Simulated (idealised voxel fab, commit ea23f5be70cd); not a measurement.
Proc. module: voxel spacer lines
Section shown: cut. Width: 180 nm. Cell size: 5 nm, square.
Think of the cross-section as a grid of square cells. We describe it in bands, top to bottom, and each band covers one or more rows of those cells. First you get the band's top height and its bottom height, in nm, and then the materials it's made of, left to right, with each width in nm. If you see a single material with "all across", that one covers the band edge to edge. "empty" is empty space. All heights in this document are referenced to 0, defined as the level beneath which the wafer, as received, consists entirely of one material. The lowest band is not bounded below; it extends indefinitely downward and is written in the form "top 0, no bottom". The notation "30..40" denotes a width that varies across the rows of cells in the band, beginning at the first number in the top row, finishing at the second number in the bottom row, and changing by an identical amount from each row to the next. Reading "nothing different" for a step: not a cell of the cross-section changed in it. Under "Enclosed empty spaces" you'll find the enclosed gaps, the ones with no way out to the top, that are 8 cells or bigger; each reads width x height at distance, with distance counted from the left edge, everything in nm. Whatever follows a step's settings on its line is a remark the simulator itself makes about that step. On any step carrying a mask, the "overlay nm" setting, if present on the step's line, tells how far right of its planned place the mask lay; negative values point to the left.
Process steps foreseen in the plan:
1) RECEIVE: material Si
2) CONFORMAL_DEP: material Al2O3, thk nm 5
3) DIRECTIONAL_DEP: material TiN, thk nm 15
4) DIRECTIONAL_DEP: material polySi, thk nm 25
5) PATTERN: tone cover, mask id MANDREL, material resist, width nm 25, pitch nm 80, thk nm 30, overlay nm 0
6) DIRECTIONAL_ETCH: etch materials polySi, depth nm 25
7) STRIP: etch materials resist
8) CONFORMAL_DEP: material SiO2, thk nm 15
9) DIRECTIONAL_ETCH: etch materials SiO2, depth nm 15
10) STRIP: etch materials polySi
11) DIRECTIONAL_ETCH: etch materials TiN, depth nm 15
12) STRIP: etch materials SiO2
The first of two wafers, run as planned:
The cross-section here shows the wafer as received, i.e. in its state after step 1:
> top 0, no bottom  Si all across
> Enclosed empty spaces: none
Cross-section of the wafer after step 2:
> top 5, bottom 0  Al2O3 all across
> Note: structure below 0 unchanged.
Cross-section of the wafer after step 3:
> top 20, bottom 5  TiN all across
> Note: structure below 5 unchanged.
Cross-section of the wafer after step 4:
> top 45, bottom 20  polySi all across
> Note: structure below 20 unchanged.
Cross-section of the wafer after step 5:
> top 75, bottom 45  empty 35 nm; resist 25 nm; empty 55 nm; resist 25 nm; empty 40 nm
> Note: structure below 45 unchanged.
Cross-section of the wafer after step 6:
> top 75, bottom 45  empty 35 nm; resist 25 nm; empty 55 nm; resist 25 nm; empty 40 nm
> top 45, bottom 20  empty 35 nm; polySi 25 nm; empty 55 nm; polySi 25 nm; empty 40 nm
> Note: structure below 20 unchanged.
Cross-section of the wafer after step 7:
> top 45, bottom 20  empty 35 nm; polySi 25 nm; empty 55 nm; polySi 25 nm; empty 40 nm
> Note: structure below 20 unchanged.
Cross-section of the wafer after step 8:
> top 60, bottom 45  empty 20 nm; SiO2 55 nm; empty 25 nm; SiO2 55 nm; empty 25 nm
> top 45, bottom 35  empty 20 nm; SiO2 15 nm; polySi 25 nm; SiO2 15 nm; empty 25 nm; SiO2 15 nm; polySi 25 nm; SiO2 15 nm; empty 25 nm
> top 35, bottom 20  SiO2 35 nm; polySi 25 nm; SiO2 55 nm; polySi 25 nm; SiO2 40 nm
> Note: structure below 20 unchanged.
Cross-section of the wafer after step 9:
> top 45, bottom 20  empty 20 nm; SiO2 15 nm; polySi 25 nm; SiO2 15 nm; empty 25 nm; SiO2 15 nm; polySi 25 nm; SiO2 15 nm; empty 25 nm
> Note: structure below 20 unchanged.
Cross-section of the wafer after step 10:
> top 45, bottom 20  empty 20 nm; SiO2 15 nm; empty 25 nm; SiO2 15 nm; empty 25 nm; SiO2 15 nm; empty 25 nm; SiO2 15 nm; empty 25 nm
> Note: structure below 20 unchanged.
Cross-section of the wafer after step 11:
> top 45, bottom 20  empty 20 nm; SiO2 15 nm; empty 25 nm; SiO2 15 nm; empty 25 nm; SiO2 15 nm; empty 25 nm; SiO2 15 nm; empty 25 nm
> top 20, bottom 5  empty 20 nm; TiN 15 nm; empty 25 nm; TiN 15 nm; empty 25 nm; TiN 15 nm; empty 25 nm; TiN 15 nm; empty 25 nm
> Note: structure below 5 unchanged.
Cross-section of the wafer after step 12:
> top 20, bottom 5  empty 20 nm; TiN 15 nm; empty 25 nm; TiN 15 nm; empty 25 nm; TiN 15 nm; empty 25 nm; TiN 15 nm; empty 25 nm
> Note: structure below 5 unchanged.
Second wafer. Start and plan as for the first. One mistake made in running. Agrees with the first up to and including step 4:
Planned end of step 5: second wafer, cross-section:
> top 75, bottom 45  resist 35 nm; empty 25 nm; resist 55 nm; empty 25 nm; resist 40 nm
> Note: structure below 45 unchanged.
Planned end of step 6: second wafer, cross-section:
> top 75, bottom 45  resist 35 nm; empty 25 nm; resist 55 nm; empty 25 nm; resist 40 nm
> top 45, bottom 20  polySi 35 nm; empty 25 nm; polySi 55 nm; empty 25 nm; polySi 40 nm
> Note: structure below 20 unchanged.
Planned end of step 7: second wafer, cross-section:
> top 45, bottom 20  polySi 35 nm; empty 25 nm; polySi 55 nm; empty 25 nm; polySi 40 nm
> Note: structure below 20 unchanged.
Planned end of step 8: second wafer, cross-section:
> top 60, bottom 45  SiO2 all across
> top 45, bottom 20  polySi 35 nm; SiO2 25 nm; polySi 55 nm; SiO2 25 nm; polySi 40 nm
> Note: structure below 20 unchanged.
Planned end of step 9: second wafer, cross-section:
> top 45, bottom 20  polySi 35 nm; SiO2 25 nm; polySi 55 nm; SiO2 25 nm; polySi 40 nm
> Note: structure below 20 unchanged.
Planned end of step 10: second wafer, cross-section:
> top 45, bottom 20  empty 35 nm; SiO2 25 nm; empty 55 nm; SiO2 25 nm; empty 40 nm
> Note: structure below 20 unchanged.
Planned end of step 11: second wafer, cross-section:
> top 45, bottom 20  empty 35 nm; SiO2 25 nm; empty 55 nm; SiO2 25 nm; empty 40 nm
> top 20, bottom 5  empty 35 nm; TiN 25 nm; empty 55 nm; TiN 25 nm; empty 40 nm
> Note: structure below 5 unchanged.
Planned end of step 12: second wafer, cross-section:
> top 20, bottom 5  empty 35 nm; TiN 25 nm; empty 55 nm; TiN 25 nm; empty 40 nm
> Note: structure below 5 unchanged.
It is concluded that the wafer was processed incorrectly with respect to the plan, in that note that step 5 departed from the planned setting and was carried out as PATTERN: tone open, mask id MANDREL, material resist, width nm 25, pitch nm 80, thk nm 30, overlay nm 0
FYI, end of process, the second wafer has more or fewer cells of some materials than the first: TiN -6
